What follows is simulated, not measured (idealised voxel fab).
The name of this process module is voxel ribs on slabs.
cross-section cut | 250 nm wide | cells 5 nm
In what follows, cross-sections appear as grids of square cells, described through bands that run from the top down, where every band is one or more rows of cells.
Heads up on the band format: heights come first, top then bottom, in nm. After that it's the materials left to right, each with its width in nm. A single material flagged "everywhere" fills the whole band edge to edge, and "blank" means there's empty space there.
All heights in this document are referenced to 0, defined as the level beneath which the wafer, as received, consists entirely of one material. The lowest band is not bounded below; it extends indefinitely downward and is written in the form "0 down".
So if you see something like "30->40" for the width, read it as the top row of the band sitting at the first number and the bottom row at the second, with every row in between moving by the same amount as the last.
A step reported as "nothing altered" is a step in which no cell of the cross-section changed.
"Closed cavities" - sealed voids, min. 8 cells, no opening to top; format: width x height at distance (distance from left edge; nm throughout).
That trailing text on a step's line, after the settings, is the simulator's own remark on the step.
overlay nm: step with mask; distance mask lay right of planned place; negative value = left of planned place.

Process steps - plan
- 1: RECEIVE: material Si
- 2: DIRECTIONAL_DEP: material SiO2, thk nm 30
- 3: DIRECTIONAL_DEP: material polySi, thk nm 20
- 4: PATTERN: tone cover, mask id RIB, material resist, width nm 30, thk nm 20, overlay nm 0
- 5: DIRECTIONAL_ETCH: etch materials polySi, depth nm 5
- 6: STRIP: etch materials resist
- 7: MASKED_ETCH: tone cover, mask id SLAB, width nm 90, etch materials polySi, depth nm 15, overlay nm 0
- 8: FILL_DEP: material SiO2, thk nm 15
- 9: CMP: height nm 60
- 10: DIRECTIONAL_DEP: material TiN, thk nm 5
- 11: DIRECTIONAL_DEP: material aC, thk nm 10
- 12: PATTERN: tone cover, mask id HEATER, material resist, width nm 40, thk nm 25, overlay nm 0
- 13: DIRECTIONAL_ETCH: etch materials aC, depth nm 5
- 14: STRIP: etch materials resist
- 15: DIRECTIONAL_ETCH: etch materials TiN, depth nm 5
- 16: STRIP: etch materials aC
- 17: CONFORMAL_DEP: material SiO2, thk nm 10
Heads up: all these wafers start the same, and what changes between them is the depth nm in step 13. The value you see in the plan is just what the first wafer got.

As-received cross-section, first of several wafers, post step 1
    0 down | Si everywhere
    Closed cavities: none

Every row in this table is a wafer at the end of the module, and it gives, for each of the materials, the cells that wafer has gained (+) or lost (-) since it was received, then its closed voids
depth nm 5; +640 SiO2; +50 TiN; +60 polySi; Closed cavities: none
depth nm 10; +644 SiO2; +8 TiN; +60 polySi; Closed cavities: none
depth nm 15; +644 SiO2; +8 TiN; +60 polySi; Closed cavities: none
depth nm 20; +644 SiO2; +8 TiN; +60 polySi; Closed cavities: none
depth nm 25; +644 SiO2; +8 TiN; +60 polySi; Closed cavities: none
